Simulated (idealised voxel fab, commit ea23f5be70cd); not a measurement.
process module | voxel local oxidation
cross-section cut | 285 nm wide | cells 5 nm
A cross-section is a grid of square cells, given in bands from the top down. A band is one or more rows of cells.
Each band's line starts with the height of the band's top and of its bottom, in nm. Then come its materials from left to right, each with its width in nm. One material with "throughout" fills the band from edge to edge. "air" is empty space.
Height 0 is the level under which the wafer as received is all one material. The lowest band goes on downwards, as in "0 down".
A width such as "30 to 40" changes by the same amount from each row of cells to the next, from the band's top row to its bottom row.
"no change" after a step means that no cell of the cross-section changed.
closed voids: empty space of 8 cells or more with no open way to the top, each as width x height at its distance from the left edge, in nm
after a step's settings: what the simulator itself notes on the step
overlay nm, on a step with a mask: how far to the right of its planned place the mask lay; to the left if negative
plan
1 op RECEIVE | material Si
2 op CONFORMAL_DEP | material SiO2 | thk nm 5
3 op CONFORMAL_DEP | material SiN | thk nm 10
4 op MASKED_ETCH | tone cover | mask id ACTIVE | width nm 110 | etch materials SiN | depth nm 10 | overlay nm 0
5 op SELECTIVE_ETCH | etch materials SiO2 | depth nm 5
6 op OXIDIZE | depth nm 15
7 op STRIP | etch materials SiN
as received, after step 1
  0 down: Si throughout
  closed voids: none
first wafer at the end, as planned
  5 to 0: air 90 | SiO2 100 | air 95
  0 to -15: SiO2 105 | Si 70 | SiO2 110
  -15 down: Si throughout
  closed voids: none
second wafer at the end: like start, like plan, one mistake
  5 to 0: air 85 | SiO2 110 | air 90
  0 to -15: SiO2 100 | Si 80 | SiO2 105
  -15 down: Si throughout
  closed voids: none
what went wrong: step 4 ran as: op MASKED_ETCH | tone cover | mask id ACTIVE | width nm 120 | etch materials SiN | depth nm 10 | overlay nm 0
at the end the second wafer has, in cells: 6 more of Si | 4 fewer of SiO2
